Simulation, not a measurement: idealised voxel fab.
Name of the process module below: voxel transistor to metal
Square cells of 5 nm make up the cross-section cut, whose width is 160 nm.
Heads up, the way a cross-section reads in here is a grid of square cells, handed over as bands from the top down, with every band being one or more rows of cells. Top, bottom (nm), then materials left to right with widths (nm); lone material tagged "all across" fills the whole band edge to edge; "blank" = empty space. Counting heights begins at 0, where everything beneath is, in the wafer as received, one material. The lowest band has no bottom; it goes on downwards, as "0..down" shows. When a width is written as two numbers, as in "30..40", the first number is the width in the top row of cells of the band and the second is the width in its bottom row, and the width changes by the same amount from each row to the next. Where a step carries "left unchanged", the cross-section came out of it unchanged, cell for cell. Voids not open to the top, 8 cells minimum: see "Entrapped voids". Written width x height at distance; distance is from the left edge; nm. It should be noted that, on the line of a given step, the content following the step's settings is a remark produced by the simulator itself with respect to that step. A step line may carry the setting "overlay nm", which, for steps involving a mask, states the distance by which the mask lay to the right of its intended position; negative values denote displacement to the left.
**Listed below are the process steps as planned**
1 op RECEIVE | material Si
2 op OXIDIZE | depth nm 5
3 op CONFORMAL_DEP | material SiN | thk nm 10
4 op MASKED_ETCH | tone cover | mask id ACTIVE | width nm 100 | etch materials SiN | depth nm 10 | overlay nm 0
5 op MASKED_ETCH | tone cover | mask id ACTIVE | width nm 100 | etch materials SiO2 | depth nm 5 | overlay nm 0
6 op MASKED_ETCH | tone cover | mask id ACTIVE | width nm 100 | etch materials Si | depth nm 30 | overlay nm 0
7 op FILL_DEP | material SiO2 | thk nm 5
8 op CMP | height nm 10
9 op SELECTIVE_ETCH | etch materials SiO2 | depth nm 5
10 op STRIP | etch materials SiN
11 op SELECTIVE_ETCH | etch materials SiO2 | depth nm 5
12 op OXIDIZE | depth nm 5
13 op DIRECTIONAL_DEP | material polySi | thk nm 30
14 op DIRECTIONAL_DEP | material SiCN | thk nm 15
15 op DIRECTIONAL_DEP | material aC | thk nm 10
16 op PATTERN | tone cover | mask id GATE | material resist | width nm 20 | thk nm 30 | overlay nm 0
17 op DIRECTIONAL_ETCH | etch materials aC | depth nm 10
18 op STRIP | etch materials resist
19 op DIRECTIONAL_ETCH | etch materials SiCN | depth nm 25
20 op DIRECTIONAL_ETCH | etch materials polySi | depth nm 40
21 op STRIP | etch materials aC
22 op CONFORMAL_DEP | material SiO2 | thk nm 5
23 op DIRECTIONAL_ETCH | etch materials SiO2 | depth nm 5
24 op CONFORMAL_DEP | material SiN | thk nm 10
25 op DIRECTIONAL_ETCH | etch materials SiN | depth nm 10
26 op DIRECTIONAL_ETCH | etch materials SiO2 | depth nm 5
27 op DIRECTIONAL_ETCH | etch materials Si | depth nm 15
28 op EPI | material SiGe | thk nm 15
29 op FILL_DEP | material SiO2 | thk nm 5
30 op CMP | height nm 40
31 op DIRECTIONAL_DEP | material SiO2 | thk nm 15
32 op DIRECTIONAL_DEP | material aC | thk nm 10
33 op PATTERN | tone open | mask id CONTACT | material resist | width nm 25 | pitch nm 55 | thk nm 30 | overlay nm 0
34 op DIRECTIONAL_ETCH | etch materials aC | depth nm 10
35 op STRIP | etch materials resist
36 op DIRECTIONAL_ETCH | etch materials SiO2 | depth nm 50
37 op STRIP | etch materials aC
38 op CONFORMAL_DEP | material TiN | thk nm 5
39 op FILL_DEP | material Ru | thk nm 5
40 op CMP | height nm 55
41 op DIRECTIONAL_DEP | material TiN | thk nm 5
42 op DIRECTIONAL_DEP | material W | thk nm 25
43 op PATTERN | tone cover | mask id METAL_1 | material resist | width nm 15 | pitch nm 65 | thk nm 15 | overlay nm 0
44 op DIRECTIONAL_ETCH | etch materials W | depth nm 25
45 op DIRECTIONAL_ETCH | etch materials TiN | depth nm 5
46 op STRIP | etch materials resist
47 op FILL_DEP | material lowk | thk nm 5
48 op CMP | height nm 85
49 op CONFORMAL_DEP | material SiCN | thk nm 5
**First of two wafers: run as planned**
**This is the cross-section of the wafer as we received it, i.e. after step 1**
- 0..down | Si all across
- Entrapped voids: none
**After step 2, in cross-section**
- 0..-5 | SiO2 all across
- Below -5, the layers are the same as they were.
**After step 3, in cross-section**
- 10..0 | SiN all across
- Below 0, the layers are the same as they were.
**After step 4, in cross-section**
- 10..0 | blank=30, SiN=100, blank=30
- Below 0, the layers are the same as they were.
**After step 5, in cross-section**
- 10..0 | blank=30, SiN=100, blank=30
- 0..-5 | blank=30, SiO2=100, blank=30
- Below -5, the layers are the same as they were.
**After step 6, in cross-section**
- 10..0 | blank=30, SiN=100, blank=30
- 0..-5 | blank=30, SiO2=100, blank=30
- -5..-35 | blank=30, Si=100, blank=30
- Below -35, the layers are the same as they were.
**After step 7, in cross-section**
- 15..10 | SiO2 all across
- 10..0 | SiO2=30, SiN=100, SiO2=30
- 0..-5 | SiO2 all across
- -5..-35 | SiO2=30, Si=100, SiO2=30
- Below -35, the layers are the same as they were.
**After step 8, in cross-section**
- 10..0 | SiO2=30, SiN=100, SiO2=30
- Below 0, the layers are the same as they were.
**After step 9, in cross-section**
- 10..5 | blank=30, SiN=100, blank=30
- Below 5, the layers are the same as they were.
**After step 10, in cross-section**
- 5..0 | SiO2=30, blank=100, SiO2=30
- Below 0, the layers are the same as they were.
**After step 11, in cross-section**
- 0..-5 | SiO2=25, blank=110, SiO2=25
- Below -5, the layers are the same as they were.
**After step 12, in cross-section**
- 0..-5 | SiO2=25, blank=110, SiO2=25
- -5..-10 | SiO2 all across
- Below -10, the layers are the same as they were.
**After step 13, in cross-section**
- 30..25 | polySi=25, blank=110, polySi=25
- 25..0 | polySi all across
- 0..-5 | SiO2=25, polySi=110, SiO2=25
- Below -5, the layers are the same as they were.
**After step 14, in cross-section**
- 45..40 | SiCN=25, blank=110, SiCN=25
- 40..30 | SiCN all across
- 30..25 | polySi=25, SiCN=110, polySi=25
- Below 25, the layers are the same as they were.
**After step 15, in cross-section**
- 55..50 | aC=25, blank=110, aC=25
- 50..45 | aC all across
- 45..40 | SiCN=25, aC=110, SiCN=25
- Below 40, the layers are the same as they were.
**After step 16, in cross-section**
- 85..55 | blank=70, resist=20, blank=70
- 55..50 | aC=25, blank=45, resist=20, blank=45, aC=25
- Below 50, the layers are the same as they were.
**After step 17, in cross-section**
- 75..50 | blank=70, resist=20, blank=70
- 50..45 | blank=70, aC=20, blank=70
- 45..40 | SiCN=25, blank=45, aC=20, blank=45, SiCN=25
- Below 40, the layers are the same as they were.
**After step 18, in cross-section**
- 50..45 | blank=70, aC=20, blank=70
- Below 45, the layers are the same as they were.
**After step 19, in cross-section**
- 50..40 | blank=70, aC=20, blank=70
- 40..30 | blank=70, SiCN=20, blank=70
- 30..25 | polySi=25, blank=45, SiCN=20, blank=45, polySi=25
- Below 25, the layers are the same as they were.
**After step 20, in cross-section**
- 50..40 | blank=70, aC=20, blank=70
- 40..25 | blank=70, SiCN=20, blank=70
- 25..0 | blank=70, polySi=20, blank=70
- 0..-5 | SiO2=25, blank=45, polySi=20, blank=45, SiO2=25
- Below -5, the layers are the same as they were.
**After step 21, in cross-section**
- 40..25 | blank=70, SiCN=20, blank=70
- Below 25, the layers are the same as they were.
**After step 22, in cross-section**
- 45..40 | blank=65, SiO2=30, blank=65
- 40..25 | blank=65, SiO2=5, SiCN=20, SiO2=5, blank=65
- 25..5 | blank=65, SiO2=5, polySi=20, SiO2=5, blank=65
- 5..0 | SiO2=30, blank=35, SiO2=5, polySi=20, SiO2=5, blank=35, SiO2=30
- 0..-5 | SiO2=70, polySi=20, SiO2=70
- Below -5, the layers are the same as they were.
**After step 23, in cross-section**
- 40..25 | blank=65, SiO2=5, SiCN=20, SiO2=5, blank=65
- 25..0 | blank=65, SiO2=5, polySi=20, SiO2=5, blank=65
- 0..-5 | SiO2=30, blank=35, SiO2=5, polySi=20, SiO2=5, blank=35, SiO2=30
- Below -5, the layers are the same as they were.
**After step 24, in cross-section**
- 50..40 | blank=55, SiN=50, blank=55
- 40..25 | blank=55, SiN=10, SiO2=5, SiCN=20, SiO2=5, SiN=10, blank=55
- 25..10 | blank=55, SiN=10, SiO2=5, polySi=20, SiO2=5, SiN=10, blank=55
- 10..5 | SiN=40, blank=15, SiN=10, SiO2=5, polySi=20, SiO2=5, SiN=10, blank=15, SiN=40
- 5..0 | SiN=65, SiO2=5, polySi=20, SiO2=5, SiN=65
- 0..-5 | SiO2=30, SiN=35, SiO2=5, polySi=20, SiO2=5, SiN=35, SiO2=30
- Below -5, the layers are the same as they were.
**After step 25, in cross-section**
- 40..25 | blank=55, SiN=10, SiO2=5, SiCN=20, SiO2=5, SiN=10, blank=55
- 25..0 | blank=55, SiN=10, SiO2=5, polySi=20, SiO2=5, SiN=10, blank=55
- 0..-5 | SiO2=30, SiN=10, blank=15, SiN=10, SiO2=5, polySi=20, SiO2=5, SiN=10, blank=15, SiN=10, SiO2=30
- Below -5, the layers are the same as they were.
**After step 26, in cross-section**
- 40..35 | blank=55, SiN=10, blank=5, SiCN=20, blank=5, SiN=10, blank=55
- 35..25 | blank=55, SiN=10, SiO2=5, SiCN=20, SiO2=5, SiN=10, blank=55
- 25..0 | blank=55, SiN=10, SiO2=5, polySi=20, SiO2=5, SiN=10, blank=55
- 0..-5 | blank=30, SiN=10, blank=15, SiN=10, SiO2=5, polySi=20, SiO2=5, SiN=10, blank=15, SiN=10, blank=30
- -5..-10 | SiO2=40, blank=15, SiO2=50, blank=15, SiO2=40
- Below -10, the layers are the same as they were.
**After step 27, in cross-section**
- 40..35 | blank=55, SiN=10, blank=5, SiCN=20, blank=5, SiN=10, blank=55
- 35..25 | blank=55, SiN=10, SiO2=5, SiCN=20, SiO2=5, SiN=10, blank=55
- 25..0 | blank=55, SiN=10, SiO2=5, polySi=20, SiO2=5, SiN=10, blank=55
- 0..-5 | blank=30, SiN=10, blank=15, SiN=10, SiO2=5, polySi=20, SiO2=5, SiN=10, blank=15, SiN=10, blank=30
- -5..-10 | SiO2=40, blank=15, SiO2=50, blank=15, SiO2=40
- -10..-25 | SiO2=30, Si=10, blank=15, Si=50, blank=15, Si=10, SiO2=30
- Below -25, the layers are the same as they were.
**After step 28, in cross-section**
- 40..35 | blank=55, SiN=10, blank=5, SiCN=20, blank=5, SiN=10, blank=55
- 35..25 | blank=55, SiN=10, SiO2=5, SiCN=20, SiO2=5, SiN=10, blank=55
- 25..5 | blank=55, SiN=10, SiO2=5, polySi=20, SiO2=5, SiN=10, blank=55
- 5..0 | blank=35, SiGe=20, SiN=10, SiO2=5, polySi=20, SiO2=5, SiN=10, SiGe=20, blank=35
- 0..-5 | blank=30, SiN=10, SiGe=15, SiN=10, SiO2=5, polySi=20, SiO2=5, SiN=10, SiGe=15, SiN=10, blank=30
- -5..-10 | SiO2=40, SiGe=15, SiO2=50, SiGe=15, SiO2=40
- -10..-25 | SiO2=30, Si=10, SiGe=15, Si=50, SiGe=15, Si=10, SiO2=30
- Below -25, the layers are the same as they were.
**After step 29, in cross-section**
- 45..40 | SiO2 all across
- 40..25 | SiO2=55, SiN=10, SiO2=5, SiCN=20, SiO2=5, SiN=10, SiO2=55
- 25..5 | SiO2=55, SiN=10, SiO2=5, polySi=20, SiO2=5, SiN=10, SiO2=55
- 5..0 | SiO2=35, SiGe=20, SiN=10, SiO2=5, polySi=20, SiO2=5, SiN=10, SiGe=20, SiO2=35
- 0..-5 | SiO2=30, SiN=10, SiGe=15, SiN=10, SiO2=5, polySi=20, SiO2=5, SiN=10, SiGe=15, SiN=10, SiO2=30
- Below -5, the layers are the same as they were.
**After step 30, in cross-section**
- 40..25 | SiO2=55, SiN=10, SiO2=5, SiCN=20, SiO2=5, SiN=10, SiO2=55
- Below 25, the layers are the same as they were.
**After step 31, in cross-section**
- 55..40 | SiO2 all across
- Below 40, the layers are the same as they were.
**After step 32, in cross-section**
- 65..55 | aC all across
- Below 55, the layers are the same as they were.
**After step 33, in cross-section**
- 95..65 | resist=40, blank=25, resist=30, blank=25, resist=40
- Below 65, the layers are the same as they were.
**After step 34, in cross-section**
- 85..65 | resist=40, blank=25, resist=30, blank=25, resist=40
- 65..55 | aC=40, blank=25, aC=30, blank=25, aC=40
- Below 55, the layers are the same as they were.
**After step 35, in cross-section**
- 65..55 | aC=40, blank=25, aC=30, blank=25, aC=40
- Below 55, the layers are the same as they were.
**After step 36, in cross-section**
- 65..55 | aC=40, blank=25, aC=30, blank=25, aC=40
- 55..40 | SiO2=40, blank=25, SiO2=30, blank=25, SiO2=40
- 40..25 | SiO2=40, blank=15, SiN=10, SiO2=5, SiCN=20, SiO2=5, SiN=10, blank=15, SiO2=40
- 25..5 | SiO2=40, blank=15, SiN=10, SiO2=5, polySi=20, SiO2=5, SiN=10, blank=15, SiO2=40
- Below 5, the layers are the same as they were.
**After step 37, in cross-section**
- 55..40 | SiO2=40, blank=25, SiO2=30, blank=25, SiO2=40
- Below 40, the layers are the same as they were.
**After step 38, in cross-section**
- 60..55 | TiN=45, blank=15, TiN=40, blank=15, TiN=45
- 55..45 | SiO2=40, TiN=5, blank=15, TiN=5, SiO2=30, TiN=5, blank=15, TiN=5, SiO2=40
- 45..40 | SiO2=40, TiN=5, blank=5, TiN=15, SiO2=30, TiN=15, blank=5, TiN=5, SiO2=40
- 40..25 | SiO2=40, TiN=5, blank=5, TiN=5, SiN=10, SiO2=5, SiCN=20, SiO2=5, SiN=10, TiN=5, blank=5, TiN=5, SiO2=40
- 25..10 | SiO2=40, TiN=5, blank=5, TiN=5, SiN=10, SiO2=5, polySi=20, SiO2=5, SiN=10, TiN=5, blank=5, TiN=5, SiO2=40
- 10..5 | SiO2=40, TiN=15, SiN=10, SiO2=5, polySi=20, SiO2=5, SiN=10, TiN=15, SiO2=40
- Below 5, the layers are the same as they were.
**After step 39, in cross-section**
- 65..60 | Ru all across
- 60..55 | TiN=45, Ru=15, TiN=40, Ru=15, TiN=45
- 55..45 | SiO2=40, TiN=5, Ru=15, TiN=5, SiO2=30, TiN=5, Ru=15, TiN=5, SiO2=40
- 45..40 | SiO2=40, TiN=5, Ru=5, TiN=15, SiO2=30, TiN=15, Ru=5, TiN=5, SiO2=40
- 40..25 | SiO2=40, TiN=5, Ru=5, TiN=5, SiN=10, SiO2=5, SiCN=20, SiO2=5, SiN=10, TiN=5, Ru=5, TiN=5, SiO2=40
- 25..10 | SiO2=40, TiN=5, Ru=5, TiN=5, SiN=10, SiO2=5, polySi=20, SiO2=5, SiN=10, TiN=5, Ru=5, TiN=5, SiO2=40
- Below 10, the layers are the same as they were.
**After step 40, in cross-section**
- 55..45 | SiO2=40, TiN=5, Ru=15, TiN=5, SiO2=30, TiN=5, Ru=15, TiN=5, SiO2=40
- Below 45, the layers are the same as they were.
**After step 41, in cross-section**
- 60..55 | TiN all across
- Below 55, the layers are the same as they were.
**After step 42, in cross-section**
- 85..60 | W all across
- Below 60, the layers are the same as they were.
**After step 43, in cross-section**
- 100..85 | blank=40, resist=15, blank=50, resist=15, blank=40
- Below 85, the layers are the same as they were.
**After step 44, in cross-section**
- 100..85 | blank=40, resist=15, blank=50, resist=15, blank=40
- 85..60 | blank=40, W=15, blank=50, W=15, blank=40
- Below 60, the layers are the same as they were.
**After step 45, in cross-section**
- 100..85 | blank=40, resist=15, blank=50, resist=15, blank=40
- 85..60 | blank=40, W=15, blank=50, W=15, blank=40
- 60..55 | blank=40, TiN=15, blank=50, TiN=15, blank=40
- Below 55, the layers are the same as they were.
**After step 46, in cross-section**
- 85..60 | blank=40, W=15, blank=50, W=15, blank=40
- Below 60, the layers are the same as they were.
**After step 47, in cross-section**
- 90..85 | lowk all across
- 85..60 | lowk=40, W=15, lowk=50, W=15, lowk=40
- 60..55 | lowk=40, TiN=15, lowk=50, TiN=15, lowk=40
- Below 55, the layers are the same as they were.
**After step 48, in cross-section**
- 85..60 | lowk=40, W=15, lowk=50, W=15, lowk=40
- Below 60, the layers are the same as they were.
**After step 49, in cross-section**
- 90..85 | SiCN all across
- Below 85, the layers are the same as they were.
**second wafer: like start, like plan, one mistake. Through step 10 it matches the first wafer**
**when step 11 should have ended**
- -5..-10 | blank=30, Si=100, blank=30
- -10..-15 | SiO2=15, blank=15, Si=100, blank=15, SiO2=15
- Below -15, the layers are the same as they were.
**when step 12 should have ended**
- -5..-10 | blank=30, SiO2=100, blank=30
- -10..-15 | SiO2=15, blank=15, SiO2=5, Si=90, SiO2=5, blank=15, SiO2=15
- -15..-20 | SiO2=35, Si=90, SiO2=35
- Below -20, the layers are the same as they were.
**when step 13 should have ended**
- 25..20 | blank=30, polySi=100, blank=30
- 20..15 | polySi=15, blank=15, polySi=100, blank=15, polySi=15
- 15..-5 | polySi all across
- -5..-10 | polySi=30, SiO2=100, polySi=30
- -10..-15 | SiO2=15, polySi=15, SiO2=5, Si=90, SiO2=5, polySi=15, SiO2=15
- Below -15, the layers are the same as they were.
**when step 14 should have ended**
- 40..35 | blank=30, SiCN=100, blank=30
- 35..30 | SiCN=15, blank=15, SiCN=100, blank=15, SiCN=15
- 30..25 | SiCN all across
- 25..20 | SiCN=30, polySi=100, SiCN=30
- 20..15 | polySi=15, SiCN=15, polySi=100, SiCN=15, polySi=15
- Below 15, the layers are the same as they were.
**when step 15 should have ended**
- 50..45 | blank=30, aC=100, blank=30
- 45..40 | aC=15, blank=15, aC=100, blank=15, aC=15
- 40..35 | aC=30, SiCN=100, aC=30
- 35..30 | SiCN=15, aC=15, SiCN=100, aC=15, SiCN=15
- Below 30, the layers are the same as they were.
**when step 16 should have ended**
- 80..50 | blank=70, resist=20, blank=70
- Below 50, the layers are the same as they were.
**when step 17 should have ended**
- 70..50 | blank=70, resist=20, blank=70
- 50..40 | blank=70, aC=20, blank=70
- 40..35 | blank=30, SiCN=100, blank=30
- 35..30 | SiCN=15, blank=15, SiCN=100, blank=15, SiCN=15
- Below 30, the layers are the same as they were.
**when step 18 should have ended**
- 50..40 | blank=70, aC=20, blank=70
- Below 40, the layers are the same as they were.
**when step 19 should have ended**
- 50..40 | blank=70, aC=20, blank=70
- 40..25 | blank=70, SiCN=20, blank=70
- 25..20 | blank=30, polySi=100, blank=30
- 20..15 | polySi=15, blank=15, polySi=100, blank=15, polySi=15
- Below 15, the layers are the same as they were.
**when step 20 should have ended**
- 50..40 | blank=70, aC=20, blank=70
- 40..25 | blank=70, SiCN=20, blank=70
- 25..-5 | blank=70, polySi=20, blank=70
- -5..-10 | blank=30, SiO2=100, blank=30
- -10..-15 | SiO2=15, blank=15, SiO2=5, Si=90, SiO2=5, blank=15, SiO2=15
- Below -15, the layers are the same as they were.
**when step 21 should have ended**
- 40..25 | blank=70, SiCN=20, blank=70
- Below 25, the layers are the same as they were.
**when step 22 should have ended**
- 45..40 | blank=65, SiO2=30, blank=65
- 40..25 | blank=65, SiO2=5, SiCN=20, SiO2=5, blank=65
- 25..0 | blank=65, SiO2=5, polySi=20, SiO2=5, blank=65
- 0..-5 | blank=25, SiO2=45, polySi=20, SiO2=45, blank=25
- -5..-10 | SiO2=20, blank=5, SiO2=110, blank=5, SiO2=20
- -10..-20 | SiO2=35, Si=90, SiO2=35
- Below -20, the layers are the same as they were.
**when step 23 should have ended**
- 40..25 | blank=65, SiO2=5, SiCN=20, SiO2=5, blank=65
- 25..-5 | blank=65, SiO2=5, polySi=20, SiO2=5, blank=65
- -5..-10 | blank=25, SiO2=110, blank=25
- -10..-15 | SiO2=20, blank=5, SiO2=10, Si=90, SiO2=10, blank=5, SiO2=20
- Below -15, the layers are the same as they were.
**when step 24 should have ended**
- 50..40 | blank=55, SiN=50, blank=55
- 40..25 | blank=55, SiN=10, SiO2=5, SiCN=20, SiO2=5, SiN=10, blank=55
- 25..5 | blank=55, SiN=10, SiO2=5, polySi=20, SiO2=5, SiN=10, blank=55
- 5..0 | blank=15, SiN=50, SiO2=5, polySi=20, SiO2=5, SiN=50, blank=15
- 0..-5 | SiN=65, SiO2=5, polySi=20, SiO2=5, SiN=65
- -5..-10 | SiN=25, SiO2=110, SiN=25
- -10..-15 | SiO2=20, SiN=5, SiO2=10, Si=90, SiO2=10, SiN=5, SiO2=20
- Below -15, the layers are the same as they were.
**when step 25 should have ended**
- 40..25 | blank=55, SiN=10, SiO2=5, SiCN=20, SiO2=5, SiN=10, blank=55
- 25..-5 | blank=55, SiN=10, SiO2=5, polySi=20, SiO2=5, SiN=10, blank=55
- -5..-10 | blank=15, SiN=10, SiO2=110, SiN=10, blank=15
- Below -10, the layers are the same as they were.
**when step 26 should have ended**
- 40..35 | blank=55, SiN=10, blank=5, SiCN=20, blank=5, SiN=10, blank=55
- 35..25 | blank=55, SiN=10, SiO2=5, SiCN=20, SiO2=5, SiN=10, blank=55
- 25..-5 | blank=55, SiN=10, SiO2=5, polySi=20, SiO2=5, SiN=10, blank=55
- -5..-10 | blank=15, SiN=10, blank=30, SiO2=50, blank=30, SiN=10, blank=15
- -10..-15 | blank=15, SiO2=5, SiN=5, SiO2=10, Si=90, SiO2=10, SiN=5, SiO2=5, blank=15
- Below -15, the layers are the same as they were.
**when step 27 should have ended**
- 40..35 | blank=55, SiN=10, blank=5, SiCN=20, blank=5, SiN=10, blank=55
- 35..25 | blank=55, SiN=10, SiO2=5, SiCN=20, SiO2=5, SiN=10, blank=55
- 25..-5 | blank=55, SiN=10, SiO2=5, polySi=20, SiO2=5, SiN=10, blank=55
- -5..-10 | blank=15, SiN=10, blank=30, SiO2=50, blank=30, SiN=10, blank=15
- -10..-15 | blank=15, SiO2=5, SiN=5, SiO2=10, blank=20, Si=50, blank=20, SiO2=10, SiN=5, SiO2=5, blank=15
- -15..-20 | SiO2=35, blank=20, Si=50, blank=20, SiO2=35
- -20..-25 | SiO2=30, Si=5, blank=20, Si=50, blank=20, Si=5, SiO2=30
- Below -25, the layers are the same as they were.
**when step 28 should have ended**
- 40..35 | blank=55, SiN=10, blank=5, SiCN=20, blank=5, SiN=10, blank=55
- 35..25 | blank=55, SiN=10, SiO2=5, SiCN=20, SiO2=5, SiN=10, blank=55
- 25..5 | blank=55, SiN=10, SiO2=5, polySi=20, SiO2=5, SiN=10, blank=55
- 5..-5 | blank=40, SiGe=15, SiN=10, SiO2=5, polySi=20, SiO2=5, SiN=10, SiGe=15, blank=40
- -5..-10 | blank=15, SiN=10, blank=5, SiGe=25, SiO2=50, SiGe=25, blank=5, SiN=10, blank=15
- -10..-15 | blank=15, SiO2=5, SiN=5, SiO2=10, SiGe=20, Si=50, SiGe=20, SiO2=10, SiN=5, SiO2=5, blank=15
- -15..-20 | SiO2=35, SiGe=20, Si=50, SiGe=20, SiO2=35
- -20..-25 | SiO2=30, Si=5, SiGe=20, Si=50, SiGe=20, Si=5, SiO2=30
- Below -25, the layers are the same as they were.
**when step 29 should have ended**
- 45..40 | SiO2 all across
- 40..25 | SiO2=55, SiN=10, SiO2=5, SiCN=20, SiO2=5, SiN=10, SiO2=55
- 25..5 | SiO2=55, SiN=10, SiO2=5, polySi=20, SiO2=5, SiN=10, SiO2=55
- 5..-5 | SiO2=40, SiGe=15, SiN=10, SiO2=5, polySi=20, SiO2=5, SiN=10, SiGe=15, SiO2=40
- -5..-10 | SiO2=15, SiN=10, SiO2=5, SiGe=25, SiO2=50, SiGe=25, SiO2=5, SiN=10, SiO2=15
- -10..-15 | SiO2=20, SiN=5, SiO2=10, SiGe=20, Si=50, SiGe=20, SiO2=10, SiN=5, SiO2=20
- Below -15, the layers are the same as they were.
**when step 30 should have ended**
- 40..25 | SiO2=55, SiN=10, SiO2=5, SiCN=20, SiO2=5, SiN=10, SiO2=55
- Below 25, the layers are the same as they were.
**when step 31 should have ended**
- 55..40 | SiO2 all across
- Below 40, the layers are the same as they were.
**when step 32 should have ended**
- 65..55 | aC all across
- Below 55, the layers are the same as they were.
**when step 33 should have ended**
- 95..65 | resist=40, blank=25, resist=30, blank=25, resist=40
- Below 65, the layers are the same as they were.
**when step 34 should have ended**
- 85..65 | resist=40, blank=25, resist=30, blank=25, resist=40
- 65..55 | aC=40, blank=25, aC=30, blank=25, aC=40
- Below 55, the layers are the same as they were.
**when step 35 should have ended**
- 65..55 | aC=40, blank=25, aC=30, blank=25, aC=40
- Below 55, the layers are the same as they were.
**when step 36 should have ended**
- 65..55 | aC=40, blank=25, aC=30, blank=25, aC=40
- 55..40 | SiO2=40, blank=25, SiO2=30, blank=25, SiO2=40
- 40..25 | SiO2=40, blank=15, SiN=10, SiO2=5, SiCN=20, SiO2=5, SiN=10, blank=15, SiO2=40
- 25..5 | SiO2=40, blank=15, SiN=10, SiO2=5, polySi=20, SiO2=5, SiN=10, blank=15, SiO2=40
- Below 5, the layers are the same as they were.
**when step 37 should have ended**
- 55..40 | SiO2=40, blank=25, SiO2=30, blank=25, SiO2=40
- Below 40, the layers are the same as they were.
**when step 38 should have ended**
- 60..55 | TiN=45, blank=15, TiN=40, blank=15, TiN=45
- 55..45 | SiO2=40, TiN=5, blank=15, TiN=5, SiO2=30, TiN=5, blank=15, TiN=5, SiO2=40
- 45..40 | SiO2=40, TiN=5, blank=5, TiN=15, SiO2=30, TiN=15, blank=5, TiN=5, SiO2=40
- 40..25 | SiO2=40, TiN=5, blank=5, TiN=5, SiN=10, SiO2=5, SiCN=20, SiO2=5, SiN=10, TiN=5, blank=5, TiN=5, SiO2=40
- 25..10 | SiO2=40, TiN=5, blank=5, TiN=5, SiN=10, SiO2=5, polySi=20, SiO2=5, SiN=10, TiN=5, blank=5, TiN=5, SiO2=40
- 10..5 | SiO2=40, TiN=15, SiN=10, SiO2=5, polySi=20, SiO2=5, SiN=10, TiN=15, SiO2=40
- Below 5, the layers are the same as they were.
**when step 39 should have ended**
- 65..60 | Ru all across
- 60..55 | TiN=45, Ru=15, TiN=40, Ru=15, TiN=45
- 55..45 | SiO2=40, TiN=5, Ru=15, TiN=5, SiO2=30, TiN=5, Ru=15, TiN=5, SiO2=40
- 45..40 | SiO2=40, TiN=5, Ru=5, TiN=15, SiO2=30, TiN=15, Ru=5, TiN=5, SiO2=40
- 40..25 | SiO2=40, TiN=5, Ru=5, TiN=5, SiN=10, SiO2=5, SiCN=20, SiO2=5, SiN=10, TiN=5, Ru=5, TiN=5, SiO2=40
- 25..10 | SiO2=40, TiN=5, Ru=5, TiN=5, SiN=10, SiO2=5, polySi=20, SiO2=5, SiN=10, TiN=5, Ru=5, TiN=5, SiO2=40
- Below 10, the layers are the same as they were.
**when step 40 should have ended**
- 55..45 | SiO2=40, TiN=5, Ru=15, TiN=5, SiO2=30, TiN=5, Ru=15, TiN=5, SiO2=40
- Below 45, the layers are the same as they were.
**when step 41 should have ended**
- 60..55 | TiN all across
- Below 55, the layers are the same as they were.
**when step 42 should have ended**
- 85..60 | W all across
- Below 60, the layers are the same as they were.
**when step 43 should have ended**
- 100..85 | blank=40, resist=15, blank=50, resist=15, blank=40
- Below 85, the layers are the same as they were.
**when step 44 should have ended**
- 100..85 | blank=40, resist=15, blank=50, resist=15, blank=40
- 85..60 | blank=40, W=15, blank=50, W=15, blank=40
- Below 60, the layers are the same as they were.
**when step 45 should have ended**
- 100..85 | blank=40, resist=15, blank=50, resist=15, blank=40
- 85..60 | blank=40, W=15, blank=50, W=15, blank=40
- 60..55 | blank=40, TiN=15, blank=50, TiN=15, blank=40
- Below 55, the layers are the same as they were.
**when step 46 should have ended**
- 85..60 | blank=40, W=15, blank=50, W=15, blank=40
- Below 60, the layers are the same as they were.
**when step 47 should have ended**
- 90..85 | lowk all across
- 85..60 | lowk=40, W=15, lowk=50, W=15, lowk=40
- 60..55 | lowk=40, TiN=15, lowk=50, TiN=15, lowk=40
- Below 55, the layers are the same as they were.
**when step 48 should have ended**
- 85..60 | lowk=40, W=15, lowk=50, W=15, lowk=40
- Below 60, the layers are the same as they were.
**when step 49 should have ended**
- 90..85 | SiCN all across
- Below 85, the layers are the same as they were.
Short version of what went wrong: step 11: run off-plan, actual operation and settings op SELECTIVE_ETCH | etch materials SiO2 | depth nm 15
Once processing is complete, comparing cell counts shows that the second wafer has more or fewer of certain materials than the first: Si: 10 fewer | SiGe: 8 more | SiN: 2 more
